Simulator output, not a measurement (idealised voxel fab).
Process module heading - voxel self aligned vias
Cross-section cut: width 235 nm, square cells of 5 nm.
Each cross-section below is a grid of square cells, stated as bands in top-down order, with one or more rows of cells making up each band.
Basically the band line says how high the top is and how high the bottom is, in nm, and then what's in it from left to right, every material with its width in nm. Empty space shows up as "air", and if a single material carries "throughout" it runs the full band edge to edge.
Heights are expressed relative to 0, this being the level below which the as-received wafer comprises one material exclusively. The lowest band is unbounded in the downward direction and is denoted as in "0 down".
With a width like "30..40", each row of cells in the band differs from the next by the same amount, the top row carrying the first number and the bottom row the second.
The cross-section has no changed cell in any step marked "nothing different".
"Closed empty spaces" - sealed voids, min. 8 cells, no opening to top; format: width x height at distance (distance from left edge; nm throughout).
Anything after a step's settings on that line? It's the simulator's own note about the step.
"overlay nm" answers the question of how far to the right of plan the mask lay on a step that has a mask, and when it is negative the answer is to the left.
For the reader: what remains of this document is a series of pairs, each showing a cross-section before one process step and a cross-section after that step which reaches down only to the lowest band that changed, with the step between them and its settings set out under the pair. It should not be assumed that a pair continues from the pair above it; the pairs can come from different runs of this module on the same starting wafer, and such continuity exists only where the entry headed "Pre-step profile" says so.

Pre-step profile:
    0 down: Si throughout
    Closed empty spaces: none

Post-Process View:
    15 to 0: SiO2 throughout
    Below a height of 0, the structure has not been altered.
    Closed empty spaces: none
Link between the two cross-sections above: op CONFORMAL_DEP | material SiO2 | thk nm 15

Pre-step profile: the state before this step is the cross-section shown after the step in the pair just above.

Post-Process View:
    20 to 15: SiCN throughout
    Below a height of 15, the structure has not been altered.
    Closed empty spaces: none
Link between the two cross-sections above: op CONFORMAL_DEP | material SiCN | thk nm 5

Pre-step profile: the state before this step is the cross-section shown after the step in the pair just above.

Post-Process View:
    50 to 20: lowk throughout
    Below a height of 20, the structure has not been altered.
    Closed empty spaces: none
Link between the two cross-sections above: op DIRECTIONAL_DEP | material lowk | thk nm 30

Pre-step profile: the state before this step is the cross-section shown after the step in the pair just above.

Post-Process View:
    65 to 50: aC throughout
    Below a height of 50, the structure has not been altered.
    Closed empty spaces: none
Link between the two cross-sections above: op DIRECTIONAL_DEP | material aC | thk nm 15

Pre-step profile: the state before this step is the cross-section shown after the step in the pair just above.

Post-Process View:
    100 to 65: resist (75), air (20), resist (40), air (20), resist (80)
    Below a height of 65, the structure has not been altered.
    Closed empty spaces: none
Link between the two cross-sections above: op PATTERN | tone open | mask id LINES | material resist | width nm 20 | pitch nm 60 | thk nm 35 | overlay nm 0

Pre-step profile: the state before this step is the cross-section shown after the step in the pair just above.

Post-Process View:
    85 to 65: resist (75), air (20), resist (40), air (20), resist (80)
    65 to 50: aC (75), air (20), aC (40), air (20), aC (80)
    Below a height of 50, the structure has not been altered.
    Closed empty spaces: none
Link between the two cross-sections above: op DIRECTIONAL_ETCH | etch materials aC | depth nm 15

Pre-step profile: the state before this step is the cross-section shown after the step in the pair just above.

Post-Process View:
    65 to 50: aC (75), air (20), aC (40), air (20), aC (80)
    Below a height of 50, the structure has not been altered.
    Closed empty spaces: none
Link between the two cross-sections above: op STRIP | etch materials resist

Pre-step profile: the state before this step is the cross-section shown after the step in the pair just above.

Post-Process View:
    65 to 50: aC (75), air (20), aC (40), air (20), aC (80)
    50 to 20: lowk (75), air (20), lowk (40), air (20), lowk (80)
    Below a height of 20, the structure has not been altered.
    Closed empty spaces: none
Link between the two cross-sections above: op DIRECTIONAL_ETCH | etch materials lowk | depth nm 30

Pre-step profile: the state before this step is the cross-section shown after the step in the pair just above.

Post-Process View:
    50 to 20: lowk (75), air (20), lowk (40), air (20), lowk (80)
    Below a height of 20, the structure has not been altered.
    Closed empty spaces: none
Link between the two cross-sections above: op STRIP | etch materials aC

Pre-step profile: the state before this step is the cross-section shown after the step in the pair just above.

Post-Process View:
    55 to 50: TiN (80), air (10), TiN (50), air (10), TiN (85)
    50 to 25: lowk (75), TiN (5), air (10), TiN (5), lowk (40), TiN (5), air (10), TiN (5), lowk (80)
    25 to 20: lowk (75), TiN (20), lowk (40), TiN (20), lowk (80)
    Below a height of 20, the structure has not been altered.
    Closed empty spaces: none
Link between the two cross-sections above: op CONFORMAL_DEP | material TiN | thk nm 5

Pre-step profile: the state before this step is the cross-section shown after the step in the pair just above.

Post-Process View:
    60 to 55: Ru throughout
    55 to 50: TiN (80), Ru (10), TiN (50), Ru (10), TiN (85)
    50 to 25: lowk (75), TiN (5), Ru (10), TiN (5), lowk (40), TiN (5), Ru (10), TiN (5), lowk (80)
    Below a height of 25, the structure has not been altered.
    Closed empty spaces: none
Link between the two cross-sections above: op FILL_DEP | material Ru | thk nm 5

Pre-step profile: the state before this step is the cross-section shown after the step in the pair just above.

Post-Process View:
    50 to 25: lowk (75), TiN (5), Ru (10), TiN (5), lowk (40), TiN (5), Ru (10), TiN (5), lowk (80)
    Below a height of 25, the structure has not been altered.
    Closed empty spaces: none
Link between the two cross-sections above: op CMP | height nm 50

Pre-step profile: the state before this step is the cross-section shown after the step in the pair just above.

Post-Process View:
    50 to 45: lowk (75), air (20), lowk (40), air (20), lowk (80)
    Below a height of 45, the structure has not been altered.
    Closed empty spaces: none
Link between the two cross-sections above: op SELECTIVE_ETCH | etch materials W Ru TiN | depth nm 5

Pre-step profile: the state before this step is the cross-section shown after the step in the pair just above.

Post-Process View:
    55 to 50: SiN throughout
    50 to 45: lowk (75), SiN (20), lowk (40), SiN (20), lowk (80)
    Below a height of 45, the structure has not been altered.
    Closed empty spaces: none
Link between the two cross-sections above: op FILL_DEP | material SiN | thk nm 5

Pre-step profile: the state before this step is the cross-section shown after the step in the pair just above.

Post-Process View:
    50 to 45: lowk (75), SiN (20), lowk (40), SiN (20), lowk (80)
    Below a height of 45, the structure has not been altered.
    Closed empty spaces: none
Link between the two cross-sections above: op CMP | height nm 50

Pre-step profile: the state before this step is the cross-section shown after the step in the pair just above.

Post-Process View:
    70 to 50: lowk throughout
    Below a height of 50, the structure has not been altered.
    Closed empty spaces: none
Link between the two cross-sections above: op DIRECTIONAL_DEP | material lowk | thk nm 20

Pre-step profile: the state before this step is the cross-section shown after the step in the pair just above.

Post-Process View:
    85 to 70: resist (70), air (30), resist (30), air (30), resist (75)
    Below a height of 70, the structure has not been altered.
    Closed empty spaces: none
Link between the two cross-sections above: op PATTERN | tone open | mask id VIAS | material resist | width nm 30 | pitch nm 60 | thk nm 15 | overlay nm 0

Pre-step profile: the state before this step is the cross-section shown after the step in the pair just above.

Post-Process View:
    85 to 70: resist (70), air (30), resist (30), air (30), resist (75)
    70 to 50: lowk (70), air (30), lowk (30), air (30), lowk (75)
    Below a height of 50, the structure has not been altered.
    Closed empty spaces: none
Link between the two cross-sections above: op DIRECTIONAL_ETCH | etch materials lowk | depth nm 20

Pre-step profile: the state before this step is the cross-section shown after the step in the pair just above.

Post-Process View:
    85 to 70: resist (70), air (30), resist (30), air (30), resist (75)
    70 to 50: lowk (70), air (30), lowk (30), air (30), lowk (75)
    50 to 45: lowk (75), air (20), lowk (40), air (20), lowk (80)
    Below a height of 45, the structure has not been altered.
    Closed empty spaces: none
Link between the two cross-sections above: op DIRECTIONAL_ETCH | etch materials SiN | depth nm 5

Pre-step profile: the state before this step is the cross-section shown after the step in the pair just above.

Post-Process View:
    70 to 50: lowk (70), air (30), lowk (30), air (30), lowk (75)
    Below a height of 50, the structure has not been altered.
    Closed empty spaces: none
Link between the two cross-sections above: op STRIP | etch materials resist

Pre-step profile: the state before this step is the cross-section shown after the step in the pair just above.

Post-Process View:
    75 to 70: TiN (75), air (20), TiN (40), air (20), TiN (80)
    70 to 55: lowk (70), TiN (5), air (20), TiN (5), lowk (30), TiN (5), air (20), TiN (5), lowk (75)
    55 to 50: lowk (70), TiN (10), air (10), TiN (10), lowk (30), TiN (10), air (10), TiN (10), lowk (75)
    50 to 45: lowk (75), TiN (20), lowk (40), TiN (20), lowk (80)
    Below a height of 45, the structure has not been altered.
    Closed empty spaces: none
Link between the two cross-sections above: op CONFORMAL_DEP | material TiN | thk nm 5

Pre-step profile: the state before this step is the cross-section shown after the step in the pair just above.

Post-Process View:
    85 to 75: Cu throughout
    75 to 70: TiN (75), Cu (20), TiN (40), Cu (20), TiN (80)
    70 to 55: lowk (70), TiN (5), Cu (20), TiN (5), lowk (30), TiN (5), Cu (20), TiN (5), lowk (75)
    55 to 50: lowk (70), TiN (10), Cu (10), TiN (10), lowk (30), TiN (10), Cu (10), TiN (10), lowk (75)
    Below a height of 50, the structure has not been altered.
    Closed empty spaces: none
Link between the two cross-sections above: op FILL_DEP | material Cu | thk nm 10

Pre-step profile: the state before this step is the cross-section shown after the step in the pair just above.

Post-Process View:
    70 to 55: lowk (70), TiN (5), Cu (20), TiN (5), lowk (30), TiN (5), Cu (20), TiN (5), lowk (75)
    Below a height of 55, the structure has not been altered.
    Closed empty spaces: none
Link between the two cross-sections above: op CMP | height nm 70

Pre-step profile: the state before this step is the cross-section shown after the step in the pair just above.

Post-Process View:
    75 to 70: SiCN throughout
    Below a height of 70, the structure has not been altered.
    Closed empty spaces: none
Link between the two cross-sections above: op CONFORMAL_DEP | material SiCN | thk nm 5

Pre-step profile:
    15 to 0: SiO2 throughout
    0 down: Si throughout
    Closed empty spaces: none

Post-Process View:
    45 to 15: lowk throughout
    Below a height of 15, the structure has not been altered.
    Closed empty spaces: none
Link between the two cross-sections above: op DIRECTIONAL_DEP | material lowk | thk nm 30

Pre-step profile: the state before this step is the cross-section shown after the step in the pair just above.

Post-Process View:
    60 to 45: aC throughout
    Below a height of 45, the structure has not been altered.
    Closed empty spaces: none
Link between the two cross-sections above: op DIRECTIONAL_DEP | material aC | thk nm 15

Pre-step profile: the state before this step is the cross-section shown after the step in the pair just above.

Post-Process View:
    95 to 60: resist (75), air (20), resist (40), air (20), resist (80)
    Below a height of 60, the structure has not been altered.
    Closed empty spaces: none
Link between the two cross-sections above: op PATTERN | tone open | mask id LINES | material resist | width nm 20 | pitch nm 60 | thk nm 35 | overlay nm 0

Pre-step profile: the state before this step is the cross-section shown after the step in the pair just above.

Post-Process View:
    80 to 60: resist (75), air (20), resist (40), air (20), resist (80)
    60 to 45: aC (75), air (20), aC (40), air (20), aC (80)
    Below a height of 45, the structure has not been altered.
    Closed empty spaces: none
Link between the two cross-sections above: op DIRECTIONAL_ETCH | etch materials aC | depth nm 15

Pre-step profile: the state before this step is the cross-section shown after the step in the pair just above.

Post-Process View:
    60 to 45: aC (75), air (20), aC (40), air (20), aC (80)
    Below a height of 45, the structure has not been altered.
    Closed empty spaces: none
Link between the two cross-sections above: op STRIP | etch materials resist

Pre-step profile: the state before this step is the cross-section shown after the step in the pair just above.

Post-Process View:
    60 to 45: aC (75), air (20), aC (40), air (20), aC (80)
    45 to 15: lowk (75), air (20), lowk (40), air (20), lowk (80)
    Below a height of 15, the structure has not been altered.
    Closed empty spaces: none
Link between the two cross-sections above: op DIRECTIONAL_ETCH | etch materials lowk | depth nm 30

Pre-step profile: the state before this step is the cross-section shown after the step in the pair just above.

Post-Process View:
    45 to 15: lowk (75), air (20), lowk (40), air (20), lowk (80)
    Below a height of 15, the structure has not been altered.
    Closed empty spaces: none
Link between the two cross-sections above: op STRIP | etch materials aC

Pre-step profile: the state before this step is the cross-section shown after the step in the pair just above.

Post-Process View:
    50 to 45: TiN (80), air (10), TiN (50), air (10), TiN (85)
    45 to 20: lowk (75), TiN (5), air (10), TiN (5), lowk (40), TiN (5), air (10), TiN (5), lowk (80)
    20 to 15: lowk (75), TiN (20), lowk (40), TiN (20), lowk (80)
    Below a height of 15, the structure has not been altered.
    Closed empty spaces: none
Link between the two cross-sections above: op CONFORMAL_DEP | material TiN | thk nm 5

Pre-step profile: the state before this step is the cross-section shown after the step in the pair just above.

Post-Process View:
    55 to 50: Ru throughout
    50 to 45: TiN (80), Ru (10), TiN (50), Ru (10), TiN (85)
    45 to 20: lowk (75), TiN (5), Ru (10), TiN (5), lowk (40), TiN (5), Ru (10), TiN (5), lowk (80)
    Below a height of 20, the structure has not been altered.
    Closed empty spaces: none
Link between the two cross-sections above: op FILL_DEP | material Ru | thk nm 5

Pre-step profile: the state before this step is the cross-section shown after the step in the pair just above.

Post-Process View:
    50 to 45: TiN (80), Ru (10), TiN (50), Ru (10), TiN (85)
    Below a height of 45, the structure has not been altered.
    Closed empty spaces: none
Link between the two cross-sections above: op CMP | height nm 50

Pre-step profile: the state before this step is the cross-section shown after the step in the pair just above.

Post-Process View:
    45 to 20: lowk (75), TiN (5), Ru (10), TiN (5), lowk (40), TiN (5), Ru (10), TiN (5), lowk (80)
    Below a height of 20, the structure has not been altered.
    Closed empty spaces: none
Link between the two cross-sections above: op SELECTIVE_ETCH | etch materials W Ru TiN | depth nm 5

Pre-step profile: the state before this step is the cross-section shown after the step in the pair just above.

Post-Process View:
    50 to 45: SiN throughout
    Below a height of 45, the structure has not been altered.
    Closed empty spaces: none
Link between the two cross-sections above: op FILL_DEP | material SiN | thk nm 5

Pre-step profile: the state before this step is the cross-section shown after the step in the pair just above.

Post-Process View:
    70 to 50: lowk throughout
    Below a height of 50, the structure has not been altered.
    Closed empty spaces: none
Link between the two cross-sections above: op DIRECTIONAL_DEP | material lowk | thk nm 20

Pre-step profile: the state before this step is the cross-section shown after the step in the pair just above.

Post-Process View:
    85 to 70: resist (70), air (30), resist (30), air (30), resist (75)
    Below a height of 70, the structure has not been altered.
    Closed empty spaces: none
Link between the two cross-sections above: op PATTERN | tone open | mask id VIAS | material resist | width nm 30 | pitch nm 60 | thk nm 15 | overlay nm 0

Pre-step profile: the state before this step is the cross-section shown after the step in the pair just above.

Post-Process View:
    85 to 70: resist (70), air (30), resist (30), air (30), resist (75)
    70 to 50: lowk (70), air (30), lowk (30), air (30), lowk (75)
    Below a height of 50, the structure has not been altered.
    Closed empty spaces: none
Link between the two cross-sections above: op DIRECTIONAL_ETCH | etch materials lowk | depth nm 20

Pre-step profile: the state before this step is the cross-section shown after the step in the pair just above.

Post-Process View:
    85 to 70: resist (70), air (30), resist (30), air (30), resist (75)
    70 to 50: lowk (70), air (30), lowk (30), air (30), lowk (75)
    50 to 45: SiN (70), air (30), SiN (30), air (30), SiN (75)
    Below a height of 45, the structure has not been altered.
    Closed empty spaces: none
Link between the two cross-sections above: op DIRECTIONAL_ETCH | etch materials SiN | depth nm 5

Pre-step profile: the state before this step is the cross-section shown after the step in the pair just above.

Post-Process View:
    70 to 50: lowk (70), air (30), lowk (30), air (30), lowk (75)
    Below a height of 50, the structure has not been altered.
    Closed empty spaces: none
Link between the two cross-sections above: op STRIP | etch materials resist

Pre-step profile: the state before this step is the cross-section shown after the step in the pair just above.

Post-Process View:
    75 to 70: TiN (75), air (20), TiN (40), air (20), TiN (80)
    70 to 50: lowk (70), TiN (5), air (20), TiN (5), lowk (30), TiN (5), air (20), TiN (5), lowk (75)
    50 to 45: SiN (70), TiN (30), SiN (30), TiN (30), SiN (75)
    Below a height of 45, the structure has not been altered.
    Closed empty spaces: none
Link between the two cross-sections above: op CONFORMAL_DEP | material TiN | thk nm 5

Pre-step profile: the state before this step is the cross-section shown after the step in the pair just above.

Post-Process View:
    85 to 75: Cu throughout
    75 to 70: TiN (75), Cu (20), TiN (40), Cu (20), TiN (80)
    70 to 50: lowk (70), TiN (5), Cu (20), TiN (5), lowk (30), TiN (5), Cu (20), TiN (5), lowk (75)
    Below a height of 50, the structure has not been altered.
    Closed empty spaces: none
Link between the two cross-sections above: op FILL_DEP | material Cu | thk nm 10

Pre-step profile: the state before this step is the cross-section shown after the step in the pair just above.

Post-Process View:
    70 to 50: lowk (70), TiN (5), Cu (20), TiN (5), lowk (30), TiN (5), Cu (20), TiN (5), lowk (75)
    Below a height of 50, the structure has not been altered.
    Closed empty spaces: none
Link between the two cross-sections above: op CMP | height nm 70

Pre-step profile: the state before this step is the cross-section shown after the step in the pair just above.

Post-Process View:
    75 to 70: SiCN throughout
    Below a height of 70, the structure has not been altered.
    Closed empty spaces: none
Link between the two cross-sections above: op CONFORMAL_DEP | material SiCN | thk nm 5

Pre-step profile:
    15 to 0: SiO2 throughout
    0 down: Si throughout
    Closed empty spaces: none

Post-Process View:
    30 to 0: SiO2 throughout
    Below a height of 0, the structure has not been altered.
    Closed empty spaces: none
Link between the two cross-sections above: op CONFORMAL_DEP | material SiO2 | thk nm 15

Pre-step profile: the state before this step is the cross-section shown after the step in the pair just above.

Post-Process View:
    35 to 30: SiCN throughout
    Below a height of 30, the structure has not been altered.
    Closed empty spaces: none
Link between the two cross-sections above: op CONFORMAL_DEP | material SiCN | thk nm 5

Pre-step profile: the state before this step is the cross-section shown after the step in the pair just above.

Post-Process View:
    65 to 35: lowk throughout
    Below a height of 35, the structure has not been altered.
    Closed empty spaces: none
Link between the two cross-sections above: op DIRECTIONAL_DEP | material lowk | thk nm 30

Pre-step profile: the state before this step is the cross-section shown after the step in the pair just above.

Post-Process View:
    80 to 65: aC throughout
    Below a height of 65, the structure has not been altered.
    Closed empty spaces: none
Link between the two cross-sections above: op DIRECTIONAL_DEP | material aC | thk nm 15

Pre-step profile: the state before this step is the cross-section shown after the step in the pair just above.

Post-Process View:
    115 to 80: resist (75), air (20), resist (40), air (20), resist (80)
    Below a height of 80, the structure has not been altered.
    Closed empty spaces: none
Link between the two cross-sections above: op PATTERN | tone open | mask id LINES | material resist | width nm 20 | pitch nm 60 | thk nm 35 | overlay nm 0

Pre-step profile: the state before this step is the cross-section shown after the step in the pair just above.

Post-Process View:
    100 to 80: resist (75), air (20), resist (40), air (20), resist (80)
    80 to 65: aC (75), air (20), aC (40), air (20), aC (80)
    Below a height of 65, the structure has not been altered.
    Closed empty spaces: none
Link between the two cross-sections above: op DIRECTIONAL_ETCH | etch materials aC | depth nm 15

Pre-step profile: the state before this step is the cross-section shown after the step in the pair just above.

Post-Process View:
    80 to 65: aC (75), air (20), aC (40), air (20), aC (80)
    Below a height of 65, the structure has not been altered.
    Closed empty spaces: none
Link between the two cross-sections above: op STRIP | etch materials resist

Pre-step profile: the state before this step is the cross-section shown after the step in the pair just above.

Post-Process View:
    80 to 65: aC (75), air (20), aC (40), air (20), aC (80)
    65 to 35: lowk (75), air (20), lowk (40), air (20), lowk (80)
    Below a height of 35, the structure has not been altered.
    Closed empty spaces: none
Link between the two cross-sections above: op DIRECTIONAL_ETCH | etch materials lowk | depth nm 30

Pre-step profile: the state before this step is the cross-section shown after the step in the pair just above.

Post-Process View:
    65 to 35: lowk (75), air (20), lowk (40), air (20), lowk (80)
    Below a height of 35, the structure has not been altered.
    Closed empty spaces: none
Link between the two cross-sections above: op STRIP | etch materials aC

Pre-step profile: the state before this step is the cross-section shown after the step in the pair just above.

Post-Process View:
    70 to 65: TiN (80), air (10), TiN (50), air (10), TiN (85)
    65 to 40: lowk (75), TiN (5), air (10), TiN (5), lowk (40), TiN (5), air (10), TiN (5), lowk (80)
    40 to 35: lowk (75), TiN (20), lowk (40), TiN (20), lowk (80)
    Below a height of 35, the structure has not been altered.
    Closed empty spaces: none
Link between the two cross-sections above: op CONFORMAL_DEP | material TiN | thk nm 5

Pre-step profile: the state before this step is the cross-section shown after the step in the pair just above.

Post-Process View:
    75 to 70: Ru throughout
    70 to 65: TiN (80), Ru (10), TiN (50), Ru (10), TiN (85)
    65 to 40: lowk (75), TiN (5), Ru (10), TiN (5), lowk (40), TiN (5), Ru (10), TiN (5), lowk (80)
    Below a height of 40, the structure has not been altered.
    Closed empty spaces: none
Link between the two cross-sections above: op FILL_DEP | material Ru | thk nm 5

Pre-step profile: the state before this step is the cross-section shown after the step in the pair just above.

Post-Process View:
    50 to 40: lowk (75), TiN (5), Ru (10), TiN (5), lowk (40), TiN (5), Ru (10), TiN (5), lowk (80)
    Below a height of 40, the structure has not been altered.
    Closed empty spaces: none
Link between the two cross-sections above: op CMP | height nm 50

Pre-step profile: the state before this step is the cross-section shown after the step in the pair just above.

Post-Process View:
    50 to 45: lowk (75), air (20), lowk (40), air (20), lowk (80)
    Below a height of 45, the structure has not been altered.
    Closed empty spaces: none
Link between the two cross-sections above: op SELECTIVE_ETCH | etch materials W Ru TiN | depth nm 5

Pre-step profile: the state before this step is the cross-section shown after the step in the pair just above.

Post-Process View:
    55 to 50: SiN throughout
    50 to 45: lowk (75), SiN (20), lowk (40), SiN (20), lowk (80)
    Below a height of 45, the structure has not been altered.
    Closed empty spaces: none
Link between the two cross-sections above: op FILL_DEP | material SiN | thk nm 5

Pre-step profile: the state before this step is the cross-section shown after the step in the pair just above.

Post-Process View:
    50 to 45: lowk (75), SiN (20), lowk (40), SiN (20), lowk (80)
    Below a height of 45, the structure has not been altered.
    Closed empty spaces: none
Link between the two cross-sections above: op CMP | height nm 50

Pre-step profile: the state before this step is the cross-section shown after the step in the pair just above.

Post-Process View:
    70 to 50: lowk throughout
    Below a height of 50, the structure has not been altered.
    Closed empty spaces: none
Link between the two cross-sections above: op DIRECTIONAL_DEP | material lowk | thk nm 20

Pre-step profile: the state before this step is the cross-section shown after the step in the pair just above.

Post-Process View:
    85 to 70: resist (70), air (30), resist (30), air (30), resist (75)
    Below a height of 70, the structure has not been altered.
    Closed empty spaces: none
Link between the two cross-sections above: op PATTERN | tone open | mask id VIAS | material resist | width nm 30 | pitch nm 60 | thk nm 15 | overlay nm 0

Pre-step profile: the state before this step is the cross-section shown after the step in the pair just above.

Post-Process View:
    85 to 70: resist (70), air (30), resist (30), air (30), resist (75)
    70 to 50: lowk (70), air (30), lowk (30), air (30), lowk (75)
    Below a height of 50, the structure has not been altered.
    Closed empty spaces: none
Link between the two cross-sections above: op DIRECTIONAL_ETCH | etch materials lowk | depth nm 20

Pre-step profile: the state before this step is the cross-section shown after the step in the pair just above.

Post-Process View:
    85 to 70: resist (70), air (30), resist (30), air (30), resist (75)
    70 to 50: lowk (70), air (30), lowk (30), air (30), lowk (75)
    50 to 45: lowk (75), air (20), lowk (40), air (20), lowk (80)
    Below a height of 45, the structure has not been altered.
    Closed empty spaces: none
Link between the two cross-sections above: op DIRECTIONAL_ETCH | etch materials SiN | depth nm 5

Pre-step profile: the state before this step is the cross-section shown after the step in the pair just above.

Post-Process View:
    70 to 50: lowk (70), air (30), lowk (30), air (30), lowk (75)
    Below a height of 50, the structure has not been altered.
    Closed empty spaces: none
Link between the two cross-sections above: op STRIP | etch materials resist

Pre-step profile: the state before this step is the cross-section shown after the step in the pair just above.

Post-Process View:
    75 to 70: TiN (75), air (20), TiN (40), air (20), TiN (80)
    70 to 55: lowk (70), TiN (5), air (20), TiN (5), lowk (30), TiN (5), air (20), TiN (5), lowk (75)
    55 to 50: lowk (70), TiN (10), air (10), TiN (10), lowk (30), TiN (10), air (10), TiN (10), lowk (75)
    50 to 45: lowk (75), TiN (20), lowk (40), TiN (20), lowk (80)
    Below a height of 45, the structure has not been altered.
    Closed empty spaces: none
Link between the two cross-sections above: op CONFORMAL_DEP | material TiN | thk nm 5

Pre-step profile: the state before this step is the cross-section shown after the step in the pair just above.

Post-Process View:
    85 to 75: Cu throughout
    75 to 70: TiN (75), Cu (20), TiN (40), Cu (20), TiN (80)
    70 to 55: lowk (70), TiN (5), Cu (20), TiN (5), lowk (30), TiN (5), Cu (20), TiN (5), lowk (75)
    55 to 50: lowk (70), TiN (10), Cu (10), TiN (10), lowk (30), TiN (10), Cu (10), TiN (10), lowk (75)
    Below a height of 50, the structure has not been altered.
    Closed empty spaces: none
Link between the two cross-sections above: op FILL_DEP | material Cu | thk nm 10

Pre-step profile: the state before this step is the cross-section shown after the step in the pair just above.

Post-Process View:
    70 to 55: lowk (70), TiN (5), Cu (20), TiN (5), lowk (30), TiN (5), Cu (20), TiN (5), lowk (75)
    Below a height of 55, the structure has not been altered.
    Closed empty spaces: none
Link between the two cross-sections above: op CMP | height nm 70

Pre-step profile: the state before this step is the cross-section shown after the step in the pair just above.

Post-Process View:
    75 to 70: SiCN throughout
    Below a height of 70, the structure has not been altered.
    Closed empty spaces: none
Link between the two cross-sections above: op CONFORMAL_DEP | material SiCN | thk nm 5

Pre-step profile:
    45 to 15: lowk throughout
    15 to 0: SiO2 throughout
    0 down: Si throughout
    Closed empty spaces: none

Post-Process View:
    50 to 45: SiCN throughout
    Below a height of 45, the structure has not been altered.
    Closed empty spaces: none
Link between the two cross-sections above: op CONFORMAL_DEP | material SiCN | thk nm 5

Pre-step profile: the state before this step is the cross-section shown after the step in the pair just above.

Post-Process View:
    65 to 50: aC throughout
    Below a height of 50, the structure has not been altered.
    Closed empty spaces: none
Link between the two cross-sections above: op DIRECTIONAL_DEP | material aC | thk nm 15

Pre-step profile: the state before this step is the cross-section shown after the step in the pair just above.

Post-Process View:
    100 to 65: resist (75), air (20), resist (40), air (20), resist (80)
    Below a height of 65, the structure has not been altered.
    Closed empty spaces: none
Link between the two cross-sections above: op PATTERN | tone open | mask id LINES | material resist | width nm 20 | pitch nm 60 | thk nm 35 | overlay nm 0

Pre-step profile: the state before this step is the cross-section shown after the step in the pair just above.

Post-Process View:
    85 to 65: resist (75), air (20), resist (40), air (20), resist (80)
    65 to 50: aC (75), air (20), aC (40), air (20), aC (80)
    Below a height of 50, the structure has not been altered.
    Closed empty spaces: none
Link between the two cross-sections above: op DIRECTIONAL_ETCH | etch materials aC | depth nm 15

Pre-step profile: the state before this step is the cross-section shown after the step in the pair just above.

Post-Process View:
    65 to 50: aC (75), air (20), aC (40), air (20), aC (80)
    Below a height of 50, the structure has not been altered.
    Closed empty spaces: none
Link between the two cross-sections above: op STRIP | etch materials resist

Pre-step profile: the state before this step is the cross-section shown after the step in the pair just above.

Post-Process View:
    50 to 45: SiCN throughout
    Below a height of 45, the structure has not been altered.
    Closed empty spaces: none
Link between the two cross-sections above: op STRIP | etch materials aC

Pre-step profile: the state before this step is the cross-section shown after the step in the pair just above.

Post-Process View:
    55 to 50: TiN throughout
    Below a height of 50, the structure has not been altered.
    Closed empty spaces: none
Link between the two cross-sections above: op CONFORMAL_DEP | material TiN | thk nm 5

Pre-step profile: the state before this step is the cross-section shown after the step in the pair just above.

Post-Process View:
    60 to 55: Ru throughout
    Below a height of 55, the structure has not been altered.
    Closed empty spaces: none
Link between the two cross-sections above: op FILL_DEP | material Ru | thk nm 5

Pre-step profile: the state before this step is the cross-section shown after the step in the pair just above.

Post-Process View:
    50 to 45: SiCN throughout
    Below a height of 45, the structure has not been altered.
    Closed empty spaces: none
Link between the two cross-sections above: op CMP | height nm 50

Pre-step profile: the state before this step is the cross-section shown after the step in the pair just above.

Post-Process View:
    55 to 50: SiN throughout
    Below a height of 50, the structure has not been altered.
    Closed empty spaces: none
Link between the two cross-sections above: op FILL_DEP | material SiN | thk nm 5

Pre-step profile: the state before this step is the cross-section shown after the step in the pair just above.

Post-Process View:
    50 to 45: SiCN throughout
    Below a height of 45, the structure has not been altered.
    Closed empty spaces: none
Link between the two cross-sections above: op CMP | height nm 50

Pre-step profile: the state before this step is the cross-section shown after the step in the pair just above.

Post-Process View:
    70 to 50: lowk throughout
    Below a height of 50, the structure has not been altered.
    Closed empty spaces: none
Link between the two cross-sections above: op DIRECTIONAL_DEP | material lowk | thk nm 20

Pre-step profile: the state before this step is the cross-section shown after the step in the pair just above.

Post-Process View:
    85 to 70: resist (70), air (30), resist (30), air (30), resist (75)
    Below a height of 70, the structure has not been altered.
    Closed empty spaces: none
Link between the two cross-sections above: op PATTERN | tone open | mask id VIAS | material resist | width nm 30 | pitch nm 60 | thk nm 15 | overlay nm 0

Pre-step profile: the state before this step is the cross-section shown after the step in the pair just above.

Post-Process View:
    85 to 70: resist (70), air (30), resist (30), air (30), resist (75)
    70 to 50: lowk (70), air (30), lowk (30), air (30), lowk (75)
    Below a height of 50, the structure has not been altered.
    Closed empty spaces: none
Link between the two cross-sections above: op DIRECTIONAL_ETCH | etch materials lowk | depth nm 20

Pre-step profile: the state before this step is the cross-section shown after the step in the pair just above.

Post-Process View:
    70 to 50: lowk (70), air (30), lowk (30), air (30), lowk (75)
    Below a height of 50, the structure has not been altered.
    Closed empty spaces: none
Link between the two cross-sections above: op STRIP | etch materials resist

Pre-step profile: the state before this step is the cross-section shown after the step in the pair just above.

Post-Process View:
    75 to 70: TiN (75), air (20), TiN (40), air (20), TiN (80)
    70 to 55: lowk (70), TiN (5), air (20), TiN (5), lowk (30), TiN (5), air (20), TiN (5), lowk (75)
    55 to 50: lowk (70), TiN (30), lowk (30), TiN (30), lowk (75)
    Below a height of 50, the structure has not been altered.
    Closed empty spaces: none
Link between the two cross-sections above: op CONFORMAL_DEP | material TiN | thk nm 5

Pre-step profile: the state before this step is the cross-section shown after the step in the pair just above.

Post-Process View:
    85 to 75: Cu throughout
    75 to 70: TiN (75), Cu (20), TiN (40), Cu (20), TiN (80)
    70 to 55: lowk (70), TiN (5), Cu (20), TiN (5), lowk (30), TiN (5), Cu (20), TiN (5), lowk (75)
    Below a height of 55, the structure has not been altered.
    Closed empty spaces: none
Link between the two cross-sections above: op FILL_DEP | material Cu | thk nm 10

Pre-step profile: the state before this step is the cross-section shown after the step in the pair just above.

Post-Process View:
    70 to 55: lowk (70), TiN (5), Cu (20), TiN (5), lowk (30), TiN (5), Cu (20), TiN (5), lowk (75)
    Below a height of 55, the structure has not been altered.
    Closed empty spaces: none
Link between the two cross-sections above: op CMP | height nm 70

Pre-step profile: the state before this step is the cross-section shown after the step in the pair just above.

Post-Process View:
    75 to 70: SiCN throughout
    Below a height of 70, the structure has not been altered.
    Closed empty spaces: none
Link between the two cross-sections above: op CONFORMAL_DEP | material SiCN | thk nm 5
